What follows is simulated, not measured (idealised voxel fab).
Process module name: voxel trench capacitor
Cross-section cut spans 215 nm and uses square cells 5 nm in size.
Notation: cross-section as square-cell grid; stated in bands, top first, going down; one or more cell rows per band.
For a band, the entry starts with two heights in nm, that of the top and then that of the bottom, and carries on with the band's materials in order from left to right, each alongside its width in nm; the word "throughout" beside a single material means it fills the band edge to edge, and "blank" means empty space.
Height reference: 0 = level under which incoming wafer is all one material. Lowest band: no bottom, runs on downward, e.g. "0 down".
A width given as "30->40" starts at the first number in the band's top row and ends at the second number in its bottom row, shifting by an equal amount at every step from row to row.
Take "no modifications" at face value: in the step it is given for, the cross-section changed in none of its cells.
The entry titled "Trapped voids" provides the empty spaces that have no open way to the top, restricted to those of 8 cells or more. Each is presented as width x height at distance, the distance being measured from the left edge, with all three in nm.
after a step's settings: what the simulator itself notes on the step
The optional step-line setting "overlay nm" applies to steps with a mask and quantifies how far to the right of its planned location the mask lay, a negative value indicating leftward placement.
The following list gives the planned process steps
- 1: RECEIVE,material Si
- 2: CONFORMAL_DEP,material SiN,thk nm 10
- 3: DIRECTIONAL_DEP,material aC,thk nm 15
- 4: PATTERN,tone open,mask id TRENCH,material resist,width nm 30,pitch nm 50,thk nm 30,overlay nm 0
- 5: DIRECTIONAL_ETCH,etch materials aC,depth nm 15
- 6: STRIP,etch materials resist
- 7: DIRECTIONAL_ETCH,etch materials SiN,depth nm 10
- 8: DIRECTIONAL_ETCH,etch materials Si,depth nm 35
- 9: STRIP,etch materials aC
- 10: CONFORMAL_DEP,material HfO2,thk nm 5
- 11: CONFORMAL_DEP,material TiN,thk nm 5
- 12: FILL_DEP,material W,thk nm 10
- 13: CMP,height nm 10
Cross-section, incoming material, after step 1
    0 down | Si throughout
    Trapped voids: none
Cross-section at module end, one run error; start and plan unchanged from above
    10 to 0 | W=5  TiN=5  HfO2=5  SiN=30  HfO2=5  TiN=10  HfO2=5  SiN=30  HfO2=5  TiN=10  HfO2=5  SiN=30  HfO2=5  TiN=10  HfO2=5  SiN=30  HfO2=5  TiN=5  W=10
    0 to -25 | W=5  TiN=5  HfO2=5  Si=30  HfO2=5  TiN=10  HfO2=5  Si=30  HfO2=5  TiN=10  HfO2=5  Si=30  HfO2=5  TiN=10  HfO2=5  Si=30  HfO2=5  TiN=5  W=10
    -25 to -30 | TiN=10  HfO2=5  Si=30  HfO2=5  TiN=10  HfO2=5  Si=30  HfO2=5  TiN=10  HfO2=5  Si=30  HfO2=5  TiN=10  HfO2=5  Si=30  HfO2=5  TiN=15
    -30 to -35 | HfO2=15  Si=30  HfO2=20  Si=30  HfO2=20  Si=30  HfO2=20  Si=30  HfO2=20
    -35 down | Si throughout
    Trapped voids: none
Which mistake was made when the wafer was run? step 4 off recipe, ran as PATTERN,tone cover,mask id TRENCH,material resist,width nm 30,pitch nm 50,thk nm 30,overlay nm 0
